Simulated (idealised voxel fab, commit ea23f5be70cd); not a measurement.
Module name: voxel transistor to metal (process module)
The figure presents cross-section cut, which has a width of 210 nm and is divided into square cells with an edge length of 5 nm.
Bands, listed from the top down, are how a cross-section gets written in this document; the cross-section itself is a grid of square cells, and a band is one or more rows of them.
Look at the band entry: it leads with the top's height and the bottom's height in nm. Then it lists the materials left to right, with a width in nm for each. The word "throughout" on a single material says that material fills the band edge to edge. The word "air" is empty space.
Basically, 0 is our baseline, since under it the wafer straight out of the box is all one material. The bottom band has no lower end and keeps on going down, so it looks like "0 and below".
The two numbers in a width such as "30->40" mark its ends across the band: the first belongs to the top row of cells, the second to the bottom row, and from each row to the next the width moves by the same amount.
Step marked "everything unchanged"? Then no cell in the cross-section changed in it.
"Sealed voids" contains a list of empty spaces, each no smaller than 8 cells and without an open way to the top, written in the form width x height at distance with the distance from the left edge and all three in nm.
Post-settings text on a step line: simulator's own remark regarding the step.
A step's line can hold "overlay nm"; with a mask on that step, the setting says how far right of the planned place the mask lay, while a negative setting says it lay to the left.

Listed below are the process steps as planned
- 1: RECEIVE, material Si
- 2: OXIDIZE, depth nm 5
- 3: CONFORMAL_DEP, material SiN, thk nm 10
- 4: MASKED_ETCH, tone cover, mask id ACTIVE, width nm 110, etch materials SiN, depth nm 10, overlay nm 0
- 5: MASKED_ETCH, tone cover, mask id ACTIVE, width nm 110, etch materials SiO2, depth nm 5, overlay nm 0
- 6: MASKED_ETCH, tone cover, mask id ACTIVE, width nm 110, etch materials Si, depth nm 20, overlay nm 0
- 7: FILL_DEP, material SiO2, thk nm 10
- 8: CMP, height nm 10
- 9: SELECTIVE_ETCH, etch materials SiO2, depth nm 10
- 10: STRIP, etch materials SiN
- 11: SELECTIVE_ETCH, etch materials SiO2, depth nm 5
- 12: OXIDIZE, depth nm 5
- 13: DIRECTIONAL_DEP, material polySi, thk nm 20
- 14: DIRECTIONAL_DEP, material SiCN, thk nm 15
- 15: DIRECTIONAL_DEP, material aC, thk nm 10
- 16: PATTERN, tone cover, mask id GATE, material resist, width nm 30, thk nm 25, overlay nm 0
- 17: DIRECTIONAL_ETCH, etch materials aC, depth nm 10
- 18: STRIP, etch materials resist
- 19: DIRECTIONAL_ETCH, etch materials SiCN, depth nm 25
- 20: DIRECTIONAL_ETCH, etch materials polySi, depth nm 30
- 21: STRIP, etch materials aC
- 22: CONFORMAL_DEP, material SiN, thk nm 5
- 23: DIRECTIONAL_ETCH, etch materials SiN, depth nm 10
- 24: DIRECTIONAL_ETCH, etch materials SiO2, depth nm 5
- 25: DIRECTIONAL_ETCH, etch materials Si, depth nm 15
- 26: EPI, material nSi, thk nm 20
- 27: FILL_DEP, material SiO2, thk nm 10
- 28: CMP, height nm 15
- 29: STRIP, etch materials polySi
- 30: SELECTIVE_ETCH, etch materials SiO2, depth nm 5
- 31: CONFORMAL_DEP, material HfO2, thk nm 5
- 32: CONFORMAL_DEP, material TiN, thk nm 5
- 33: FILL_DEP, material W, thk nm 10
- 34: CMP, height nm 10
- 35: DIRECTIONAL_DEP, material SiO2, thk nm 10
- 36: DIRECTIONAL_DEP, material aC, thk nm 15
- 37: PATTERN, tone open, mask id CONTACT, material resist, width nm 15, pitch nm 75, thk nm 35, overlay nm 0
- 38: DIRECTIONAL_ETCH, etch materials aC, depth nm 15
- 39: STRIP, etch materials resist
- 40: DIRECTIONAL_ETCH, etch materials SiO2, depth nm 10
- 41: STRIP, etch materials aC
- 42: CONFORMAL_DEP, material TiN, thk nm 5
- 43: FILL_DEP, material Ru, thk nm 10
- 44: CMP, height nm 20
- 45: CONFORMAL_DEP, material SiCN, thk nm 5
- 46: DIRECTIONAL_DEP, material SiO2, thk nm 15
- 47: PATTERN, tone open, mask id METAL_1, material resist, width nm 15, pitch nm 75, thk nm 20, overlay nm 0
- 48: DIRECTIONAL_ETCH, etch materials SiO2, depth nm 15
- 49: DIRECTIONAL_ETCH, etch materials SiCN, depth nm 5
- 50: STRIP, etch materials resist
- 51: CONFORMAL_DEP, material TiN, thk nm 5
- 52: FILL_DEP, material Ru, thk nm 10
- 53: CMP, height nm 40
- 54: CONFORMAL_DEP, material SiN, thk nm 5
All wafers enter the flow in the same state. The thk nm at step 22 differs from wafer to wafer, and the plan gives the value for the first wafer.

Cross-section: the first of several wafers in its as-received state, i.e. following step 1
  0 and below  Si throughout
  Sealed voids: none

Module end state after final step 54: cross-section of the first of several wafers
  45 down to 40  SiN throughout
  40 down to 25  60 nm SiO2  5 nm TiN  5 nm Ru  5 nm TiN  60 nm SiO2  5 nm TiN  5 nm Ru  5 nm TiN  60 nm SiO2
  25 down to 20  60 nm SiCN  15 nm TiN  60 nm SiCN  15 nm TiN  60 nm SiCN
  20 down to 15  60 nm SiO2  5 nm TiN  5 nm Ru  5 nm TiN  60 nm SiO2  5 nm TiN  5 nm Ru  5 nm TiN  60 nm SiO2
  15 down to 10  60 nm SiO2  15 nm TiN  60 nm SiO2  15 nm TiN  60 nm SiO2
  10 down to 0  65 nm SiO2  20 nm nSi  5 nm SiN  5 nm HfO2  5 nm TiN  10 nm W  5 nm TiN  5 nm HfO2  5 nm SiN  20 nm nSi  65 nm SiO2
  0 down to -5  65 nm SiO2  20 nm nSi  5 nm SiN  5 nm HfO2  20 nm TiN  5 nm HfO2  5 nm SiN  20 nm nSi  65 nm SiO2
  -5 down to -10  45 nm SiO2  40 nm nSi  40 nm HfO2  40 nm nSi  45 nm SiO2
  -10 down to -25  50 nm SiO2  35 nm nSi  40 nm Si  35 nm nSi  50 nm SiO2
  -25 and below  Si throughout
  Sealed voids: none

Cross-section at module completion, last wafer
  45 down to 40  SiN throughout
  40 down to 25  60 nm SiO2  5 nm TiN  5 nm Ru  5 nm TiN  60 nm SiO2  5 nm TiN  5 nm Ru  5 nm TiN  60 nm SiO2
  25 down to 20  60 nm SiCN  15 nm TiN  60 nm SiCN  15 nm TiN  60 nm SiCN
  20 down to 15  60 nm SiO2  5 nm TiN  5 nm Ru  5 nm TiN  60 nm SiO2  5 nm TiN  5 nm Ru  5 nm TiN  60 nm SiO2
  15 down to 10  60 nm SiO2  15 nm TiN  60 nm SiO2  15 nm TiN  60 nm SiO2
  10 down to 0  90 nm SiN  5 nm HfO2  5 nm TiN  10 nm W  5 nm TiN  5 nm HfO2  90 nm SiN
  0 down to -5  90 nm SiN  5 nm HfO2  20 nm TiN  5 nm HfO2  90 nm SiN
  -5 down to -10  85 nm SiO2  40 nm HfO2  85 nm SiO2
  -10 down to -25  50 nm SiO2  110 nm Si  50 nm SiO2
  -25 and below  Si throughout
  Sealed voids: none

Wafer rows, end of module: cells per material gained (+) or lost (-) since receipt; closed voids last
thk nm 5; +14 HfO2; +8 Ru; -186 Si; +36 SiCN; +48 SiN; +336 SiO2; +36 TiN; +4 W; +82 nSi; Sealed voids: none
thk nm 10; +14 HfO2; +8 Ru; -180 Si; +36 SiCN; +54 SiN; +332 SiO2; +36 TiN; +4 W; +74 nSi; Sealed voids: none
thk nm 15; +14 HfO2; +8 Ru; -144 Si; +36 SiCN; +90 SiN; +334 SiO2; +36 TiN; +4 W; Sealed voids: none
thk nm 20; +14 HfO2; +8 Ru; -144 Si; +36 SiCN; +122 SiN; +302 SiO2; +36 TiN; +4 W; Sealed voids: none
thk nm 25; +14 HfO2; +8 Ru; -144 Si; +36 SiCN; +150 SiN; +274 SiO2; +36 TiN; +4 W; Sealed voids: none
